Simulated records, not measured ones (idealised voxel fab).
process module | voxel wiring stack
cross-section cut | 235 nm wide | cells 5 nm
A cross-section is a grid of square cells, given in bands from the top down. A band is one or more rows of cells.
Each band's line starts with the height of the band's top and of its bottom, in nm. Then come its materials from left to right, each with its width in nm. One material with "throughout" fills the band from edge to edge. "air" is empty space.
Height 0 is the level under which the wafer as received is all one material. The lowest band goes on downwards, as in "0 down".
A width such as "30 to 40" changes by the same amount from each row of cells to the next, from the band's top row to its bottom row.
"no change" after a step means that no cell of the cross-section changed.
closed voids: empty space of 8 cells or more with no open way to the top, each as width x height at its distance from the left edge, in nm
after a step's settings: what the simulator itself notes on the step
overlay nm, on a step with a mask: how far to the right of its planned place the mask lay; to the left if negative
plan
1 op RECEIVE | material Si
2 op CONFORMAL_DEP | material SiO2 | thk nm 10
3 op CONFORMAL_DEP | material SiCN | thk nm 5
4 op DIRECTIONAL_DEP | material lowk | thk nm 20
5 op DIRECTIONAL_DEP | material aC | thk nm 10
6 op PATTERN | tone open | mask id METAL_1 | material resist | width nm 20 | pitch nm 40 | thk nm 30 | overlay nm 0
7 op DIRECTIONAL_ETCH | etch materials aC | depth nm 10
8 op STRIP | etch materials resist
9 op DIRECTIONAL_ETCH | etch materials lowk | depth nm 20
10 op DIRECTIONAL_ETCH | etch materials SiCN | depth nm 5
11 op STRIP | etch materials aC
12 op CONFORMAL_DEP | material TiN | thk nm 5
13 op FILL_DEP | material Cu | thk nm 5
14 op CMP | height nm 35
15 op CONFORMAL_DEP | material SiCN | thk nm 5
16 op DIRECTIONAL_DEP | material lowk | thk nm 30
17 op MASKED_ETCH | tone open | mask id METAL_2_HOLES | width nm 15 | pitch nm 40 | etch materials lowk | depth nm 30 | overlay nm 0
18 op MASKED_ETCH | tone open | mask id METAL_2 | width nm 20 | pitch nm 40 | etch materials lowk | depth nm 20 | overlay nm 0
19 op MASKED_ETCH | tone open | mask id METAL_2 | width nm 15 | pitch nm 40 | etch materials SiCN | depth nm 5 | overlay nm 0
20 op CONFORMAL_DEP | material TiN | thk nm 5
21 op FILL_DEP | material Ru | thk nm 10
22 op CMP | height nm 70
23 op CONFORMAL_DEP | material SiCN | thk nm 5
varied across the wafers: width nm of step 19. The plan shows the first wafer's value. All wafers start alike
first wafer as received, after step 1
  0 down: Si throughout
  closed voids: none
first wafer at the end, after step 23
  75 to 70: SiCN throughout
  70 to 55: lowk 85 | TiN 5 | Ru 10 | TiN 5 | lowk 20 | TiN 5 | Ru 10 | TiN 5 | lowk 90
  55 to 45: lowk 85 | TiN 5 | Ru 5 | TiN 10 to 5 | lowk 20 to 25 | TiN 5 | Ru 5 | TiN 10 to 5 | lowk 90 to 95
  45 to 40: lowk 85 | TiN 15 | lowk 25 | TiN 15 | lowk 95
  40 to 35: SiCN 90 | TiN 10 | SiCN 30 | TiN 10 | SiCN 95
  35 to 15: lowk 85 | TiN 5 | Cu 10 | TiN 5 | lowk 20 | TiN 5 | Cu 10 | TiN 5 | lowk 90
  15 to 10: SiCN 85 | TiN 20 | SiCN 20 | TiN 20 | SiCN 90
  10 to 0: SiO2 throughout
  0 down: Si throughout
  closed voids: none
last wafer at the end
  75 to 70: SiCN throughout
  70 to 55: lowk 85 | TiN 5 | Ru 10 | TiN 5 | lowk 20 | TiN 5 | Ru 10 | TiN 5 | lowk 90
  55 to 50: lowk 85 | TiN 5 | Ru 5 | TiN 10 | lowk 20 | TiN 5 | Ru 5 | TiN 10 | lowk 90
  50 to 40: lowk 85 | TiN 5 | Ru 5 | TiN 5 | lowk 25 | TiN 5 | Ru 5 | TiN 5 | lowk 95
  40 to 35: SiCN 85 | TiN 15 | SiCN 25 | TiN 15 | SiCN 95
  35 to 15: lowk 85 | TiN 5 | Cu 10 | TiN 5 | lowk 20 | TiN 5 | Cu 10 | TiN 5 | lowk 90
  15 to 10: SiCN 85 | TiN 20 | SiCN 20 | TiN 20 | SiCN 90
  10 to 0: SiO2 throughout
  0 down: Si throughout
  closed voids: none
each wafer at the end: cells of each material gained (+) or lost (-) since it was received, then its closed voids
width nm 15 | +16 Cu | +16 Ru | +129 SiCN | +94 SiO2 | +56 TiN | +394 lowk | closed voids: none
width nm 20 | +16 Cu | +18 Ru | +127 SiCN | +94 SiO2 | +56 TiN | +394 lowk | closed voids: none
width nm 25 | +16 Cu | +18 Ru | +127 SiCN | +94 SiO2 | +56 TiN | +394 lowk | closed voids: none
